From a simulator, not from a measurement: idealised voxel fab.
Documented hereafter: the process module known as voxel released beams.
Cross-sectional view cut (width: 250 nm; square cell size: 5 nm).
Square cells in a grid make up a cross-section in this document, and the grid is given as bands, listed from the top down, each one or more rows of cells.
This entry defines a band. It first specifies the height of the band's top and the height of its bottom in nm, and then specifies the band's materials from left to right, stating each material with its width in nm. The word "edge to edge" identifies a single material that fills the band from edge to edge, while the word "air" identifies empty space.
Heights are measured from 0, the level below which the as-received wafer is all one material; the lowest band has no bottom and continues downward, written as in "from 0 down".
The notation "30 to 40" denotes a width that varies across the rows of cells in the band, beginning at the first number in the top row, finishing at the second number in the bottom row, and changing by an identical amount from each row to the next.
For the purposes of this document, the phrase "everything unchanged" attached to a step denotes that no cell within the cross-section was modified by that step.
"Fully sealed voids" lists enclosed empty spaces (at least 8 cells, no open path upward to the top), each as width x height at distance from the left edge, in nm.
Where a step's line continues beyond its settings, the continuation is a remark by the simulator itself on that step.
The setting "overlay nm" may be written on the line of a step. When the step uses a mask, the value reports how far to the right of the planned place the mask lay, and a negative value reports that it lay to the left.
The steps planned for the process are as follows:
1,RECEIVE [material Si]
2,CONFORMAL_DEP [material SiN] [thk nm 5]
3,DIRECTIONAL_DEP [material SiO2] [thk nm 10]
4,PATTERN [tone open] [mask id ANCHOR] [material resist] [width nm 25] [thk nm 15] [overlay nm 0]
5,DIRECTIONAL_ETCH [etch materials SiO2] [depth nm 10]
6,STRIP [etch materials resist]
7,CONFORMAL_DEP [material W] [thk nm 10]
8,DIRECTIONAL_DEP [material aC] [thk nm 10]
9,PATTERN [tone cover] [mask id BEAM] [material resist] [width nm 70] [thk nm 25] [overlay nm 0]
10,DIRECTIONAL_ETCH [etch materials aC] [depth nm 10]
11,STRIP [etch materials resist]
12,DIRECTIONAL_ETCH [etch materials W] [depth nm 10]
13,STRIP [etch materials aC]
14,STRIP [etch materials SiO2]
First of two wafers - as planned:
This is the cross-section of the wafer as we received it, i.e. after step 1:
    from 0 down | Si edge to edge
    Fully sealed voids: none
So this is the wafer cross-section right after step 2:
    from 5 to 0 | SiN edge to edge
    At heights below 0, the structure remains unaltered.
So this is the wafer cross-section right after step 3:
    from 15 to 5 | SiO2 edge to edge
    At heights below 5, the structure remains unaltered.
So this is the wafer cross-section right after step 4:
    from 30 to 15 | 90 nm resist, then 25 nm air, then 135 nm resist
    At heights below 15, the structure remains unaltered.
So this is the wafer cross-section right after step 5:
    from 30 to 15 | 90 nm resist, then 25 nm air, then 135 nm resist
    from 15 to 5 | 90 nm SiO2, then 25 nm air, then 135 nm SiO2
    At heights below 5, the structure remains unaltered.
So this is the wafer cross-section right after step 6:
    from 15 to 5 | 90 nm SiO2, then 25 nm air, then 135 nm SiO2
    At heights below 5, the structure remains unaltered.
So this is the wafer cross-section right after step 7:
    from 25 to 15 | 100 nm W, then 5 nm air, then 145 nm W
    from 15 to 5 | 90 nm SiO2, then 25 nm W, then 135 nm SiO2
    At heights below 5, the structure remains unaltered.
So this is the wafer cross-section right after step 8:
    from 35 to 25 | 100 nm aC, then 5 nm air, then 145 nm aC
    from 25 to 15 | 100 nm W, then 5 nm aC, then 145 nm W
    At heights below 15, the structure remains unaltered.
So this is the wafer cross-section right after step 9:
    from 60 to 35 | 85 nm air, then 70 nm resist, then 95 nm air
    from 35 to 25 | 100 nm aC, then 5 nm resist, then 145 nm aC
    At heights below 25, the structure remains unaltered.
So this is the wafer cross-section right after step 10:
    from 50 to 35 | 85 nm air, then 70 nm resist, then 95 nm air
    from 35 to 25 | 85 nm air, then 15 nm aC, then 5 nm resist, then 50 nm aC, then 95 nm air
    At heights below 25, the structure remains unaltered.
So this is the wafer cross-section right after step 11:
    from 35 to 25 | 85 nm air, then 15 nm aC, then 5 nm air, then 50 nm aC, then 95 nm air
    At heights below 25, the structure remains unaltered.
So this is the wafer cross-section right after step 12:
    from 35 to 25 | 85 nm air, then 15 nm aC, then 5 nm air, then 50 nm aC, then 95 nm air
    from 25 to 15 | 85 nm air, then 15 nm W, then 5 nm aC, then 50 nm W, then 95 nm air
    At heights below 15, the structure remains unaltered.
So this is the wafer cross-section right after step 13:
    from 25 to 15 | 85 nm air, then 15 nm W, then 5 nm air, then 50 nm W, then 95 nm air
    At heights below 15, the structure remains unaltered.
So this is the wafer cross-section right after step 14:
    from 25 to 15 | 85 nm air, then 15 nm W, then 5 nm air, then 50 nm W, then 95 nm air
    from 15 to 5 | 90 nm air, then 25 nm W, then 135 nm air
    At heights below 5, the structure remains unaltered.
Second wafer: like start, like plan, one mistake. Through step 4 it matches the first wafer:
Cross-section: second wafer, time at which step 5 was scheduled to end:
    from 30 to 15 | 90 nm resist, then 25 nm air, then 135 nm resist
    from 15 to 5 | 90 nm SiO2, then 25 nm air, then 135 nm SiO2
    At heights below 5, the structure remains unaltered.
Cross-section: second wafer, time at which step 6 was scheduled to end:
    from 15 to 5 | 90 nm SiO2, then 25 nm air, then 135 nm SiO2
    At heights below 5, the structure remains unaltered.
Cross-section: second wafer, time at which step 7 was scheduled to end:
    from 25 to 15 | 100 nm W, then 5 nm air, then 145 nm W
    from 15 to 5 | 90 nm SiO2, then 25 nm W, then 135 nm SiO2
    At heights below 5, the structure remains unaltered.
Cross-section: second wafer, time at which step 8 was scheduled to end:
    from 35 to 25 | 100 nm aC, then 5 nm air, then 145 nm aC
    from 25 to 15 | 100 nm W, then 5 nm aC, then 145 nm W
    At heights below 15, the structure remains unaltered.
Cross-section: second wafer, time at which step 9 was scheduled to end:
    from 60 to 35 | 85 nm air, then 70 nm resist, then 95 nm air
    from 35 to 25 | 100 nm aC, then 5 nm resist, then 145 nm aC
    At heights below 25, the structure remains unaltered.
Cross-section: second wafer, time at which step 10 was scheduled to end:
    from 50 to 35 | 85 nm air, then 70 nm resist, then 95 nm air
    from 35 to 25 | 85 nm air, then 15 nm aC, then 5 nm resist, then 50 nm aC, then 95 nm air
    At heights below 25, the structure remains unaltered.
Cross-section: second wafer, time at which step 11 was scheduled to end:
    from 35 to 25 | 85 nm air, then 15 nm aC, then 5 nm air, then 50 nm aC, then 95 nm air
    At heights below 25, the structure remains unaltered.
Cross-section: second wafer, time at which step 12 was scheduled to end:
    from 35 to 25 | 85 nm air, then 15 nm aC, then 5 nm air, then 50 nm aC, then 95 nm air
    from 25 to 15 | 85 nm air, then 15 nm W, then 5 nm aC, then 50 nm W, then 95 nm air
    At heights below 15, the structure remains unaltered.
Cross-section: second wafer, time at which step 13 was scheduled to end:
    from 25 to 15 | 85 nm air, then 15 nm W, then 5 nm air, then 50 nm W, then 95 nm air
    At heights below 15, the structure remains unaltered.
Cross-section: second wafer, time at which step 14 was scheduled to end:
    from 25 to 15 | 85 nm air, then 15 nm W, then 5 nm air, then 50 nm W, then 95 nm air
    from 15 to 5 | 90 nm air, then 25 nm W, then 135 nm air
    At heights below 5, the structure remains unaltered.
Processing error: step 5 from the plan got run twice
Outcome: the two wafer cross-sections end up identical, and the model's computation is unaffected by the mistake.
